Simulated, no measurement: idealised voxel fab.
process module | voxel transistor to metal
cross-section cut | 190 nm wide | cells 5 nm
A cross-section is a grid of square cells, given in bands from the top down. A band is one or more rows of cells.
Each band's line starts with the height of the band's top and of its bottom, in nm. Then come its materials from left to right, each with its width in nm. One material with "throughout" fills the band from edge to edge. "air" is empty space.
Height 0 is the level under which the wafer as received is all one material. The lowest band goes on downwards, as in "0 down".
A width such as "30 to 40" changes by the same amount from each row of cells to the next, from the band's top row to its bottom row.
"no change" after a step means that no cell of the cross-section changed.
closed voids: empty space of 8 cells or more with no open way to the top, each as width x height at its distance from the left edge, in nm
after a step's settings: what the simulator itself notes on the step
overlay nm, on a step with a mask: how far to the right of its planned place the mask lay; to the left if negative
plan
1 op RECEIVE | material Si
2 op OXIDIZE | depth nm 5
3 op CONFORMAL_DEP | material SiN | thk nm 15
4 op MASKED_ETCH | tone cover | mask id ACTIVE | width nm 95 | etch materials SiN | depth nm 15 | overlay nm 0
5 op MASKED_ETCH | tone cover | mask id ACTIVE | width nm 95 | etch materials SiO2 | depth nm 5 | overlay nm 0
6 op MASKED_ETCH | tone cover | mask id ACTIVE | width nm 95 | etch materials Si | depth nm 20 | overlay nm 0
7 op OXIDIZE | depth nm 5
8 op FILL_DEP | material SiO2 | thk nm 5
9 op CMP | height nm 15
10 op SELECTIVE_ETCH | etch materials SiO2 | depth nm 15
11 op STRIP | etch materials SiN
12 op SELECTIVE_ETCH | etch materials SiO2 | depth nm 5
13 op OXIDIZE | depth nm 5
14 op DIRECTIONAL_DEP | material polySi | thk nm 25
15 op DIRECTIONAL_DEP | material SiCN | thk nm 15
16 op PATTERN | tone cover | mask id GATE | material resist | width nm 15 | thk nm 15 | overlay nm 0
17 op DIRECTIONAL_ETCH | etch materials SiCN | depth nm 25
18 op DIRECTIONAL_ETCH | etch materials polySi | depth nm 35
19 op STRIP | etch materials resist
20 op CONFORMAL_DEP | material SiO2 | thk nm 5
21 op DIRECTIONAL_ETCH | etch materials SiO2 | depth nm 5
22 op CONFORMAL_DEP | material SiN | thk nm 5
23 op DIRECTIONAL_ETCH | etch materials SiN | depth nm 5
24 op DIRECTIONAL_ETCH | etch materials SiO2 | depth nm 5
25 op DIRECTIONAL_ETCH | etch materials Si | depth nm 15
26 op EPI | material SiGe | thk nm 15
27 op FILL_DEP | material SiO2 | thk nm 5
28 op CMP | height nm 35
29 op DIRECTIONAL_DEP | material SiO2 | thk nm 10
30 op DIRECTIONAL_DEP | material aC | thk nm 15
31 op PATTERN | tone open | mask id CONTACT | material resist | width nm 25 | pitch nm 50 | thk nm 35 | overlay nm 0
32 op DIRECTIONAL_ETCH | etch materials aC | depth nm 15
33 op STRIP | etch materials resist
34 op DIRECTIONAL_ETCH | etch materials SiO2 | depth nm 55
35 op STRIP | etch materials aC
36 op CONFORMAL_DEP | material TiN | thk nm 5
37 op FILL_DEP | material Ru | thk nm 5
38 op CMP | height nm 45
39 op CONFORMAL_DEP | material SiN | thk nm 5
40 op DIRECTIONAL_DEP | material lowk | thk nm 20
41 op PATTERN | tone open | mask id METAL_1 | material resist | width nm 15 | pitch nm 60 | thk nm 15 | overlay nm 0
42 op DIRECTIONAL_ETCH | etch materials lowk | depth nm 20
43 op DIRECTIONAL_ETCH | etch materials SiN | depth nm 5
44 op STRIP | etch materials resist
45 op CONFORMAL_DEP | material TiN | thk nm 5
46 op FILL_DEP | material Cu | thk nm 10
47 op CMP | height nm 70
48 op CONFORMAL_DEP | material SiN | thk nm 5
as received, after step 1
  0 down: Si throughout
  closed voids: none
first wafer at the end, as planned
  75 to 70: SiN throughout
  70 to 50: lowk 55 | TiN 5 | Cu 5 | TiN 5 | lowk 45 | TiN 5 | Cu 5 | TiN 5 | lowk 60
  50 to 45: SiN 55 | TiN 15 | SiN 45 | TiN 15 | SiN 60
  45 to 35: SiO2 55 | TiN 5 | Ru 15 to 10 | TiN 5 to 10 | SiO2 25 | TiN 5 to 10 | Ru 15 to 10 | TiN 5 | SiO2 60
  35 to 20: SiO2 55 | TiN 5 | Ru 10 | TiN 5 | SiN 5 | SiO2 5 | SiCN 15 | SiO2 5 | SiN 5 | TiN 5 | Ru 10 | TiN 5 | SiO2 60
  20 to 10: SiO2 55 | TiN 5 | Ru 10 | TiN 5 | SiN 5 | SiO2 5 | polySi 15 | SiO2 5 | SiN 5 | TiN 5 | Ru 10 | TiN 5 | SiO2 60
  10 to 5: SiO2 55 | TiN 20 | SiN 5 | SiO2 5 | polySi 15 | SiO2 5 | SiN 5 | TiN 20 | SiO2 60
  5 to -5: SiO2 55 | TiN 5 | SiGe 15 | SiN 5 | SiO2 5 | polySi 15 | SiO2 5 | SiN 5 | SiGe 15 | TiN 5 | SiO2 60
  -5 to -10: SiO2 55 | TiN 5 | SiGe 15 | SiO2 35 | SiGe 15 | TiN 5 | SiO2 60
  -10 to -25: SiO2 50 | SiGe 25 | Si 35 | SiGe 25 | SiO2 55
  -25 to -30: SiO2 50 | Si 85 | SiO2 55
  -30 down: Si throughout
  closed voids: none
second wafer at the end: like start, like plan, one mistake
  75 to 70: SiN throughout
  70 to 50: lowk 55 | TiN 5 | Cu 5 | TiN 5 | lowk 45 | TiN 5 | Cu 5 | TiN 5 | lowk 60
  50 to 45: SiN 55 | TiN 15 | SiN 45 | TiN 15 | SiN 60
  45 to 40: SiO2 55 | TiN 5 | Ru 15 | TiN 5 | SiO2 25 | TiN 5 | Ru 15 | TiN 5 | SiO2 60
  40 to 35: SiO2 55 | TiN 25 | SiO2 25 | TiN 25 | SiO2 60
  35 to 20: SiCN 85 | SiO2 5 | SiN 5 | SiO2 5 | SiCN 90
  20 to -5: polySi 85 | SiO2 5 | SiN 5 | SiO2 5 | polySi 90
  -5 to -10: SiO2 throughout
  -10 to -30: SiO2 50 | Si 85 | SiO2 55
  -30 down: Si throughout
  closed voids: none
what went wrong: step 16 ran as: op PATTERN | tone open | mask id GATE | material resist | width nm 15 | thk nm 15 | overlay nm 0
at the end the second wafer has, in cells: 24 fewer of Ru | 30 more of Si | 96 more of SiCN | 48 fewer of SiGe | 8 fewer of SiN | 176 fewer of SiO2 | 30 fewer of TiN | 160 more of polySi
